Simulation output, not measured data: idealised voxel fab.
process module | voxel capacitor over wiring
cross-section cut | 300 nm wide | cells 5 nm
A cross-section is a grid of square cells, given in bands from the top down. A band is one or more rows of cells.
Each band's line starts with the height of the band's top and of its bottom, in nm. Then come its materials from left to right, each with its width in nm. One material with "throughout" fills the band from edge to edge. "air" is empty space.
Height 0 is the level under which the wafer as received is all one material. The lowest band goes on downwards, as in "0 down".
A width such as "30 to 40" changes by the same amount from each row of cells to the next, from the band's top row to its bottom row.
"no change" after a step means that no cell of the cross-section changed.
closed voids: empty space of 8 cells or more with no open way to the top, each as width x height at its distance from the left edge, in nm
after a step's settings: what the simulator itself notes on the step
overlay nm, on a step with a mask: how far to the right of its planned place the mask lay; to the left if negative
plan
1 op RECEIVE | material Si
2 op CONFORMAL_DEP | material SiO2 | thk nm 15
3 op CONFORMAL_DEP | material SiN | thk nm 5
4 op DIRECTIONAL_DEP | material lowk | thk nm 20
5 op DIRECTIONAL_DEP | material aC | thk nm 15
6 op PATTERN | tone open | mask id METAL_1 | material resist | width nm 20 | pitch nm 85 | thk nm 30 | overlay nm 0
7 op DIRECTIONAL_ETCH | etch materials aC | depth nm 15
8 op STRIP | etch materials resist
9 op DIRECTIONAL_ETCH | etch materials lowk | depth nm 20
10 op DIRECTIONAL_ETCH | etch materials SiN | depth nm 5
11 op STRIP | etch materials aC
12 op CONFORMAL_DEP | material TiN | thk nm 5
13 op FILL_DEP | material Cu | thk nm 10
14 op CMP | height nm 40
15 op CONFORMAL_DEP | material SiCN | thk nm 5
16 op DIRECTIONAL_DEP | material lowk | thk nm 20
17 op PATTERN | tone open | mask id PLUG_1 | material resist | width nm 15 | thk nm 20 | overlay nm 0
18 op DIRECTIONAL_ETCH | etch materials lowk | depth nm 20
19 op DIRECTIONAL_ETCH | etch materials SiCN | depth nm 5
20 op STRIP | etch materials resist
21 op EPI | material Ru | thk nm 10
22 op EPI | material Ru | thk nm 10
23 op EPI | material Ru | thk nm 5
24 op DIRECTIONAL_DEP | material TiN | thk nm 5
25 op DIRECTIONAL_DEP | material SiN | thk nm 5
26 op DIRECTIONAL_DEP | material TiN | thk nm 10
27 op PATTERN | tone cover | mask id UPPER_PLATE | material resist | width nm 70 | thk nm 15 | overlay nm 0
28 op DIRECTIONAL_ETCH | etch materials TiN | depth nm 10
29 op DIRECTIONAL_ETCH | etch materials SiN | depth nm 5
30 op STRIP | etch materials resist
31 op MASKED_ETCH | tone cover | mask id LOWER_PLATE | width nm 80 | etch materials TiN | depth nm 5 | overlay nm 0
32 op FILL_DEP | material SiO2 | thk nm 20
33 op CMP | height nm 100
34 op MASKED_ETCH | tone open | mask id PLUG_2 | width nm 15 | etch materials SiO2 | depth nm 15 | overlay nm -15
35 op CONFORMAL_DEP | material TiN | thk nm 5
36 op FILL_DEP | material Cu | thk nm 10
37 op CMP | height nm 100
38 op CONFORMAL_DEP | material SiCN | thk nm 5
varied across the wafers: overlay nm of step 34. The plan shows the first wafer's value. All wafers start alike
first wafer as received, after step 1
  0 down: Si throughout
  closed voids: none
each wafer at the end: cells of each material gained (+) or lost (-) since it was received, then its closed voids
overlay nm -15 | +18 Cu | +15 Ru | +117 SiCN | +66 SiN | +533 SiO2 | +75 TiN | +436 lowk | closed voids: none
overlay nm -10 | +18 Cu | +15 Ru | +117 SiCN | +66 SiN | +533 SiO2 | +75 TiN | +436 lowk | closed voids: none
overlay nm -5 | +18 Cu | +15 Ru | +117 SiCN | +66 SiN | +533 SiO2 | +75 TiN | +436 lowk | closed voids: none
overlay nm 0 | +18 Cu | +15 Ru | +117 SiCN | +66 SiN | +533 SiO2 | +75 TiN | +436 lowk | closed voids: none
overlay nm 5 | +18 Cu | +15 Ru | +117 SiCN | +66 SiN | +533 SiO2 | +75 TiN | +436 lowk | closed voids: none
overlay nm 10 | +18 Cu | +15 Ru | +117 SiCN | +66 SiN | +533 SiO2 | +75 TiN | +436 lowk | closed voids: none
overlay nm 15 | +18 Cu | +15 Ru | +117 SiCN | +66 SiN | +533 SiO2 | +75 TiN | +436 lowk | closed voids: none
